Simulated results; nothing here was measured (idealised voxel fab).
Process module in this document: voxel wiring stack
Cross-section cut: width 230 nm, square cells of 5 nm.
Cross-section format: a grid of square cells, given as bands from top to bottom; each band is one or more rows of cells. Read a band's entry like this: the first values are the height of its top and the height of its bottom in nm, and what follows is the sequence of materials from left to right, each with its width in nm. Note that "empty" is empty space, and that a single material marked "full width" reaches across the band from edge to edge. It should be noted that heights are counted from 0, beneath which the wafer as supplied is of one material throughout, and that the lowest band possesses no lower boundary but continues downward, as written in "from 0 down". The width entry "30..40" should be interpreted row by row: the top row of cells in the band takes the first number, the bottom row takes the second number, and the change between adjacent rows is uniform throughout. "nothing got changed" after a step means that no cell of the cross-section changed. Entry "Voids lacking openings". Content: empty spaces with no open connection to the top, size 8 cells or greater. Each: width x height at distance. Distance: from left edge. Unit: nm. Text after the settings on a step's line: the simulator's own remark on that step. overlay nm: on a step with a mask, how far right of its planned place the mask lay; negative means left.
plan
1 RECEIVE | material Si
2 CONFORMAL_DEP | material SiO2 | thk nm 10
3 DIRECTIONAL_DEP | material TiN | thk nm 5
4 DIRECTIONAL_DEP | material W | thk nm 25
5 MASKED_ETCH | tone cover | mask id METAL_1 | width nm 25 | pitch nm 40 | etch materials W | depth nm 25 | overlay nm 0
6 MASKED_ETCH | tone cover | mask id METAL_1 | width nm 25 | pitch nm 40 | etch materials TiN | depth nm 5 | overlay nm 0
7 CONFORMAL_DEP | material SiCN | thk nm 5
8 FILL_DEP | material lowk | thk nm 10
9 CMP | height nm 40
10 CONFORMAL_DEP | material SiCN | thk nm 5
11 DIRECTIONAL_DEP | material SiO2 | thk nm 10
12 PATTERN | tone open | mask id PLUG_1 | material resist | width nm 15 | thk nm 20 | overlay nm 0
13 DIRECTIONAL_ETCH | etch materials SiO2 | depth nm 10
14 DIRECTIONAL_ETCH | etch materials SiCN | depth nm 5
15 STRIP | etch materials resist
16 CONFORMAL_DEP | material TiN | thk nm 5
17 FILL_DEP | material Ru | thk nm 5
18 CMP | height nm 55
19 CONFORMAL_DEP | material SiCN | thk nm 5
20 DIRECTIONAL_DEP | material lowk | thk nm 25
21 MASKED_ETCH | tone open | mask id METAL_2 | width nm 25 | pitch nm 40 | etch materials lowk | depth nm 25 | overlay nm 0
22 MASKED_ETCH | tone open | mask id METAL_2 | width nm 25 | pitch nm 40 | etch materials SiCN | depth nm 5 | overlay nm 0
23 CONFORMAL_DEP | material TiN | thk nm 5
24 FILL_DEP | material Cu | thk nm 5
25 CMP | height nm 85
26 CONFORMAL_DEP | material SiCN | thk nm 5
27 DIRECTIONAL_DEP | material lowk | thk nm 10
28 MASKED_ETCH | tone open | mask id PLUG_2 | width nm 15 | etch materials lowk | depth nm 10 | overlay nm 0
29 MASKED_ETCH | tone open | mask id PLUG_2 | width nm 15 | etch materials SiCN | depth nm 5 | overlay nm 0
30 CONFORMAL_DEP | material TiN | thk nm 5
31 FILL_DEP | material Cu | thk nm 5
32 CMP | height nm 100
33 DIRECTIONAL_DEP | material TiN | thk nm 5
34 DIRECTIONAL_DEP | material W | thk nm 25
35 DIRECTIONAL_DEP | material aC | thk nm 10
36 PATTERN | tone cover | mask id METAL_3 | material resist | width nm 25 | pitch nm 40 | thk nm 25 | overlay nm 0
37 DIRECTIONAL_ETCH | etch materials aC | depth nm 10
38 STRIP | etch materials resist
39 DIRECTIONAL_ETCH | etch materials W | depth nm 25
40 DIRECTIONAL_ETCH | etch materials TiN | depth nm 5
41 STRIP | etch materials aC
42 FILL_DEP | material lowk | thk nm 10
43 CMP | height nm 130
44 CONFORMAL_DEP | material SiCN | thk nm 5
45 DIRECTIONAL_DEP | material lowk | thk nm 10
46 MASKED_ETCH | tone open | mask id PLUG_3 | width nm 15 | etch materials lowk | depth nm 10 | overlay nm 0
47 MASKED_ETCH | tone open | mask id PLUG_3 | width nm 15 | etch materials SiCN | depth nm 5 | overlay nm 0
48 CONFORMAL_DEP | material TiN | thk nm 5
49 FILL_DEP | material W | thk nm 10
50 CMP | height nm 145
51 CONFORMAL_DEP | material SiN | thk nm 5
52 DIRECTIONAL_DEP | material SiO2 | thk nm 25
53 MASKED_ETCH | tone open | mask id METAL_4 | width nm 25 | pitch nm 40 | etch materials SiO2 | depth nm 25 | overlay nm 0
54 MASKED_ETCH | tone open | mask id METAL_4 | width nm 25 | pitch nm 40 | etch materials SiN | depth nm 5 | overlay nm 0
55 CONFORMAL_DEP | material TiN | thk nm 5
56 FILL_DEP | material Ru | thk nm 10
57 CMP | height nm 175
58 EPI | material Ru | thk nm 5
59 FILL_DEP | material SiCN | thk nm 5
So, the first of our two wafers, run just as we planned it
Cross-section of the wafer upon arrival, representing the state reached after step 1
from 0 down | Si full width
Voids lacking openings: none
Cross-section: wafer state after step 2
from 10 to 0 | SiO2 full width
Nothing below the height 0 has changed.
Cross-section: wafer state after step 3
from 15 to 10 | TiN full width
Nothing below the height 10 has changed.
Cross-section: wafer state after step 4
from 40 to 15 | W full width
Nothing below the height 15 has changed.
Cross-section: wafer state after step 5
from 40 to 15 | empty 80 nm  W 25 nm  empty 15 nm  W 25 nm  empty 85 nm
Nothing below the height 15 has changed.
Cross-section: wafer state after step 6
from 40 to 15 | empty 80 nm  W 25 nm  empty 15 nm  W 25 nm  empty 85 nm
from 15 to 10 | empty 80 nm  TiN 25 nm  empty 15 nm  TiN 25 nm  empty 85 nm
Nothing below the height 10 has changed.
Cross-section: wafer state after step 7
from 45 to 40 | empty 75 nm  SiCN 35 nm  empty 5 nm  SiCN 35 nm  empty 80 nm
from 40 to 15 | empty 75 nm  SiCN 5 nm  W 25 nm  SiCN 5 nm  empty 5 nm  SiCN 5 nm  W 25 nm  SiCN 5 nm  empty 80 nm
from 15 to 10 | SiCN 80 nm  TiN 25 nm  SiCN 15 nm  TiN 25 nm  SiCN 85 nm
Nothing below the height 10 has changed.
Cross-section: wafer state after step 8
from 55 to 45 | lowk full width
from 45 to 40 | lowk 75 nm  SiCN 35 nm  lowk 5 nm  SiCN 35 nm  lowk 80 nm
from 40 to 15 | lowk 75 nm  SiCN 5 nm  W 25 nm  SiCN 5 nm  lowk 5 nm  SiCN 5 nm  W 25 nm  SiCN 5 nm  lowk 80 nm
Nothing below the height 15 has changed.
Cross-section: wafer state after step 9
from 40 to 15 | lowk 75 nm  SiCN 5 nm  W 25 nm  SiCN 5 nm  lowk 5 nm  SiCN 5 nm  W 25 nm  SiCN 5 nm  lowk 80 nm
Nothing below the height 15 has changed.
Cross-section: wafer state after step 10
from 45 to 40 | SiCN full width
Nothing below the height 40 has changed.
Cross-section: wafer state after step 11
from 55 to 45 | SiO2 full width
Nothing below the height 45 has changed.
Cross-section: wafer state after step 12
from 75 to 55 | resist 80 nm  empty 15 nm  resist 135 nm
Nothing below the height 55 has changed.
Cross-section: wafer state after step 13
from 75 to 55 | resist 80 nm  empty 15 nm  resist 135 nm
from 55 to 45 | SiO2 80 nm  empty 15 nm  SiO2 135 nm
Nothing below the height 45 has changed.
Cross-section: wafer state after step 14
from 75 to 55 | resist 80 nm  empty 15 nm  resist 135 nm
from 55 to 45 | SiO2 80 nm  empty 15 nm  SiO2 135 nm
from 45 to 40 | SiCN 80 nm  empty 15 nm  SiCN 135 nm
Nothing below the height 40 has changed.
Cross-section: wafer state after step 15
from 55 to 45 | SiO2 80 nm  empty 15 nm  SiO2 135 nm
Nothing below the height 45 has changed.
Cross-section: wafer state after step 16
from 60 to 55 | TiN 85 nm  empty 5 nm  TiN 140 nm
from 55 to 45 | SiO2 80 nm  TiN 5 nm  empty 5 nm  TiN 5 nm  SiO2 135 nm
from 45 to 40 | SiCN 80 nm  TiN 15 nm  SiCN 135 nm
Nothing below the height 40 has changed.
Cross-section: wafer state after step 17
from 65 to 60 | Ru full width
from 60 to 55 | TiN 85 nm  Ru 5 nm  TiN 140 nm
from 55 to 45 | SiO2 80 nm  TiN 5 nm  Ru 5 nm  TiN 5 nm  SiO2 135 nm
Nothing below the height 45 has changed.
Cross-section: wafer state after step 18
from 55 to 45 | SiO2 80 nm  TiN 5 nm  Ru 5 nm  TiN 5 nm  SiO2 135 nm
Nothing below the height 45 has changed.
Cross-section: wafer state after step 19
from 60 to 55 | SiCN full width
Nothing below the height 55 has changed.
Cross-section: wafer state after step 20
from 85 to 60 | lowk full width
Nothing below the height 60 has changed.
Cross-section: wafer state after step 21
from 85 to 60 | lowk 80 nm  empty 25 nm  lowk 15 nm  empty 25 nm  lowk 85 nm
Nothing below the height 60 has changed.
Cross-section: wafer state after step 22
from 85 to 60 | lowk 80 nm  empty 25 nm  lowk 15 nm  empty 25 nm  lowk 85 nm
from 60 to 55 | SiCN 80 nm  empty 25 nm  SiCN 15 nm  empty 25 nm  SiCN 85 nm
Nothing below the height 55 has changed.
Cross-section: wafer state after step 23
from 90 to 85 | TiN 85 nm  empty 15 nm  TiN 25 nm  empty 15 nm  TiN 90 nm
from 85 to 60 | lowk 80 nm  TiN 5 nm  empty 15 nm  TiN 5 nm  lowk 15 nm  TiN 5 nm  empty 15 nm  TiN 5 nm  lowk 85 nm
from 60 to 55 | SiCN 80 nm  TiN 25 nm  SiCN 15 nm  TiN 25 nm  SiCN 85 nm
Nothing below the height 55 has changed.
Cross-section: wafer state after step 24
from 95 to 90 | Cu full width
from 90 to 85 | TiN 85 nm  Cu 15 nm  TiN 25 nm  Cu 15 nm  TiN 90 nm
from 85 to 60 | lowk 80 nm  TiN 5 nm  Cu 15 nm  TiN 5 nm  lowk 15 nm  TiN 5 nm  Cu 15 nm  TiN 5 nm  lowk 85 nm
Nothing below the height 60 has changed.
Cross-section: wafer state after step 25
from 85 to 60 | lowk 80 nm  TiN 5 nm  Cu 15 nm  TiN 5 nm  lowk 15 nm  TiN 5 nm  Cu 15 nm  TiN 5 nm  lowk 85 nm
Nothing below the height 60 has changed.
Cross-section: wafer state after step 26
from 90 to 85 | SiCN full width
Nothing below the height 85 has changed.
Cross-section: wafer state after step 27
from 100 to 90 | lowk full width
Nothing below the height 90 has changed.
Cross-section: wafer state after step 28
from 100 to 90 | lowk 80 nm  empty 15 nm  lowk 135 nm
Nothing below the height 90 has changed.
Cross-section: wafer state after step 29
from 100 to 90 | lowk 80 nm  empty 15 nm  lowk 135 nm
from 90 to 85 | SiCN 80 nm  empty 15 nm  SiCN 135 nm
Nothing below the height 85 has changed.
Cross-section: wafer state after step 30
from 105 to 100 | TiN 85 nm  empty 5 nm  TiN 140 nm
from 100 to 90 | lowk 80 nm  TiN 5 nm  empty 5 nm  TiN 5 nm  lowk 135 nm
from 90 to 85 | SiCN 80 nm  TiN 15 nm  SiCN 135 nm
Nothing below the height 85 has changed.
Cross-section: wafer state after step 31
from 110 to 105 | Cu full width
from 105 to 100 | TiN 85 nm  Cu 5 nm  TiN 140 nm
from 100 to 90 | lowk 80 nm  TiN 5 nm  Cu 5 nm  TiN 5 nm  lowk 135 nm
Nothing below the height 90 has changed.
Cross-section: wafer state after step 32
from 100 to 90 | lowk 80 nm  TiN 5 nm  Cu 5 nm  TiN 5 nm  lowk 135 nm
Nothing below the height 90 has changed.
Cross-section: wafer state after step 33
from 105 to 100 | TiN full width
Nothing below the height 100 has changed.
Cross-section: wafer state after step 34
from 130 to 105 | W full width
Nothing below the height 105 has changed.
Cross-section: wafer state after step 35
from 140 to 130 | aC full width
Nothing below the height 130 has changed.
Cross-section: wafer state after step 36
from 165 to 140 | empty 80 nm  resist 25 nm  empty 15 nm  resist 25 nm  empty 85 nm
Nothing below the height 140 has changed.
Cross-section: wafer state after step 37
from 155 to 140 | empty 80 nm  resist 25 nm  empty 15 nm  resist 25 nm  empty 85 nm
from 140 to 130 | empty 80 nm  aC 25 nm  empty 15 nm  aC 25 nm  empty 85 nm
Nothing below the height 130 has changed.
Cross-section: wafer state after step 38
from 140 to 130 | empty 80 nm  aC 25 nm  empty 15 nm  aC 25 nm  empty 85 nm
Nothing below the height 130 has changed.
Cross-section: wafer state after step 39
from 140 to 130 | empty 80 nm  aC 25 nm  empty 15 nm  aC 25 nm  empty 85 nm
from 130 to 105 | empty 80 nm  W 25 nm  empty 15 nm  W 25 nm  empty 85 nm
Nothing below the height 105 has changed.
Cross-section: wafer state after step 40
from 140 to 130 | empty 80 nm  aC 25 nm  empty 15 nm  aC 25 nm  empty 85 nm
from 130 to 105 | empty 80 nm  W 25 nm  empty 15 nm  W 25 nm  empty 85 nm
from 105 to 100 | empty 80 nm  TiN 25 nm  empty 15 nm  TiN 25 nm  empty 85 nm
Nothing below the height 100 has changed.
Cross-section: wafer state after step 41
from 130 to 105 | empty 80 nm  W 25 nm  empty 15 nm  W 25 nm  empty 85 nm
Nothing below the height 105 has changed.
Cross-section: wafer state after step 42
from 140 to 130 | lowk full width
from 130 to 105 | lowk 80 nm  W 25 nm  lowk 15 nm  W 25 nm  lowk 85 nm
from 105 to 100 | lowk 80 nm  TiN 25 nm  lowk 15 nm  TiN 25 nm  lowk 85 nm
Nothing below the height 100 has changed.
Cross-section: wafer state after step 43
from 130 to 105 | lowk 80 nm  W 25 nm  lowk 15 nm  W 25 nm  lowk 85 nm
Nothing below the height 105 has changed.
Cross-section: wafer state after step 44
from 135 to 130 | SiCN full width
Nothing below the height 130 has changed.
Cross-section: wafer state after step 45
from 145 to 135 | lowk full width
Nothing below the height 135 has changed.
Cross-section: wafer state after step 46
from 145 to 135 | lowk 80 nm  empty 15 nm  lowk 135 nm
Nothing below the height 135 has changed.
Cross-section: wafer state after step 47
from 145 to 135 | lowk 80 nm  empty 15 nm  lowk 135 nm
from 135 to 130 | SiCN 80 nm  empty 15 nm  SiCN 135 nm
Nothing below the height 130 has changed.
Cross-section: wafer state after step 48
from 150 to 145 | TiN 85 nm  empty 5 nm  TiN 140 nm
from 145 to 135 | lowk 80 nm  TiN 5 nm  empty 5 nm  TiN 5 nm  lowk 135 nm
from 135 to 130 | SiCN 80 nm  TiN 15 nm  SiCN 135 nm
Nothing below the height 130 has changed.
Cross-section: wafer state after step 49
from 160 to 150 | W full width
from 150 to 145 | TiN 85 nm  W 5 nm  TiN 140 nm
from 145 to 135 | lowk 80 nm  TiN 5 nm  W 5 nm  TiN 5 nm  lowk 135 nm
Nothing below the height 135 has changed.
Cross-section: wafer state after step 50
from 145 to 135 | lowk 80 nm  TiN 5 nm  W 5 nm  TiN 5 nm  lowk 135 nm
Nothing below the height 135 has changed.
Cross-section: wafer state after step 51
from 150 to 145 | SiN full width
Nothing below the height 145 has changed.
Cross-section: wafer state after step 52
from 175 to 150 | SiO2 full width
Nothing below the height 150 has changed.
Cross-section: wafer state after step 53
from 175 to 150 | SiO2 80 nm  empty 25 nm  SiO2 15 nm  empty 25 nm  SiO2 85 nm
Nothing below the height 150 has changed.
Cross-section: wafer state after step 54
from 175 to 150 | SiO2 80 nm  empty 25 nm  SiO2 15 nm  empty 25 nm  SiO2 85 nm
from 150 to 145 | SiN 80 nm  empty 25 nm  SiN 15 nm  empty 25 nm  SiN 85 nm
Nothing below the height 145 has changed.
Cross-section: wafer state after step 55
from 180 to 175 | TiN 85 nm  empty 15 nm  TiN 25 nm  empty 15 nm  TiN 90 nm
from 175 to 150 | SiO2 80 nm  TiN 5 nm  empty 15 nm  TiN 5 nm  SiO2 15 nm  TiN 5 nm  empty 15 nm  TiN 5 nm  SiO2 85 nm
from 150 to 145 | SiN 80 nm  TiN 25 nm  SiN 15 nm  TiN 25 nm  SiN 85 nm
Nothing below the height 145 has changed.
Cross-section: wafer state after step 56
from 190 to 180 | Ru full width
from 180 to 175 | TiN 85 nm  Ru 15 nm  TiN 25 nm  Ru 15 nm  TiN 90 nm
from 175 to 150 | SiO2 80 nm  TiN 5 nm  Ru 15 nm  TiN 5 nm  SiO2 15 nm  TiN 5 nm  Ru 15 nm  TiN 5 nm  SiO2 85 nm
Nothing below the height 150 has changed.
Cross-section: wafer state after step 57
from 175 to 150 | SiO2 80 nm  TiN 5 nm  Ru 15 nm  TiN 5 nm  SiO2 15 nm  TiN 5 nm  Ru 15 nm  TiN 5 nm  SiO2 85 nm
Nothing below the height 150 has changed.
Cross-section: wafer state after step 58
from 180 to 175 | empty 75 nm  Ru 35 nm  empty 5 nm  Ru 35 nm  empty 80 nm
Nothing below the height 175 has changed.
Cross-section: wafer state after step 59
from 185 to 180 | SiCN full width
from 180 to 175 | SiCN 75 nm  Ru 35 nm  SiCN 5 nm  Ru 35 nm  SiCN 80 nm
Nothing below the height 175 has changed.
Wafer two. Identical start, identical plan. One mistake in execution. Identical history through step 45
Cross-section of the second wafer at the time step 46 of the plan should have ended
from 145 to 135 | lowk 80 nm  empty 15 nm  lowk 135 nm
Nothing below the height 135 has changed.
Cross-section of the second wafer at the time step 47 of the plan should have ended
from 145 to 135 | lowk 80 nm  empty 15 nm  lowk 135 nm
from 135 to 130 | SiCN 80 nm  empty 15 nm  SiCN 135 nm
Nothing below the height 130 has changed.
Cross-section of the second wafer at the time step 48 of the plan should have ended
from 150 to 145 | TiN 85 nm  empty 5 nm  TiN 140 nm
from 145 to 135 | lowk 80 nm  TiN 5 nm  empty 5 nm  TiN 5 nm  lowk 135 nm
from 135 to 130 | SiCN 80 nm  TiN 15 nm  SiCN 135 nm
Nothing below the height 130 has changed.
Cross-section of the second wafer at the time step 49 of the plan should have ended
from 160 to 150 | W full width
from 150 to 145 | TiN 85 nm  W 5 nm  TiN 140 nm
from 145 to 135 | lowk 80 nm  TiN 5 nm  W 5 nm  TiN 5 nm  lowk 135 nm
Nothing below the height 135 has changed.
Cross-section of the second wafer at the time step 50 of the plan should have ended
from 145 to 135 | lowk 80 nm  TiN 5 nm  W 5 nm  TiN 5 nm  lowk 135 nm
Nothing below the height 135 has changed.
Cross-section of the second wafer at the time step 51 of the plan should have ended
from 150 to 145 | SiN full width
Nothing below the height 145 has changed.
Cross-section of the second wafer at the time step 52 of the plan should have ended
from 175 to 150 | SiO2 full width
Nothing below the height 150 has changed.
Cross-section of the second wafer at the time step 53 of the plan should have ended
from 175 to 150 | SiO2 80 nm  empty 25 nm  SiO2 15 nm  empty 25 nm  SiO2 85 nm
Nothing below the height 150 has changed.
Cross-section of the second wafer at the time step 54 of the plan should have ended
from 175 to 150 | SiO2 80 nm  empty 25 nm  SiO2 15 nm  empty 25 nm  SiO2 85 nm
from 150 to 145 | SiN 80 nm  empty 25 nm  SiN 15 nm  empty 25 nm  SiN 85 nm
Nothing below the height 145 has changed.
Cross-section of the second wafer at the time step 55 of the plan should have ended
from 180 to 175 | TiN 85 nm  empty 15 nm  TiN 25 nm  empty 15 nm  TiN 90 nm
from 175 to 150 | SiO2 80 nm  TiN 5 nm  empty 15 nm  TiN 5 nm  SiO2 15 nm  TiN 5 nm  empty 15 nm  TiN 5 nm  SiO2 85 nm
from 150 to 145 | SiN 80 nm  TiN 25 nm  SiN 15 nm  TiN 25 nm  SiN 85 nm
Nothing below the height 145 has changed.
Cross-section of the second wafer at the time step 56 of the plan should have ended
from 190 to 180 | Ru full width
from 180 to 175 | TiN 85 nm  Ru 15 nm  TiN 25 nm  Ru 15 nm  TiN 90 nm
from 175 to 150 | SiO2 80 nm  TiN 5 nm  Ru 15 nm  TiN 5 nm  SiO2 15 nm  TiN 5 nm  Ru 15 nm  TiN 5 nm  SiO2 85 nm
Nothing below the height 150 has changed.
Cross-section of the second wafer at the time step 57 of the plan should have ended
from 175 to 150 | SiO2 80 nm  TiN 5 nm  Ru 15 nm  TiN 5 nm  SiO2 15 nm  TiN 5 nm  Ru 15 nm  TiN 5 nm  SiO2 85 nm
Nothing below the height 150 has changed.
Cross-section of the second wafer at the time step 58 of the plan should have ended
from 180 to 175 | empty 75 nm  Ru 35 nm  empty 5 nm  Ru 35 nm  empty 80 nm
Nothing below the height 175 has changed.
Cross-section of the second wafer at the time step 59 of the plan should have ended
from 185 to 180 | SiCN full width
from 180 to 175 | SiCN 75 nm  Ru 35 nm  SiCN 5 nm  Ru 35 nm  SiCN 80 nm
Nothing below the height 175 has changed.
The plan and the run diverged here: step 46 of the plan was twice carried out
At process end the two wafers are indistinguishable in cross-section, so the error does not change what this model computes.
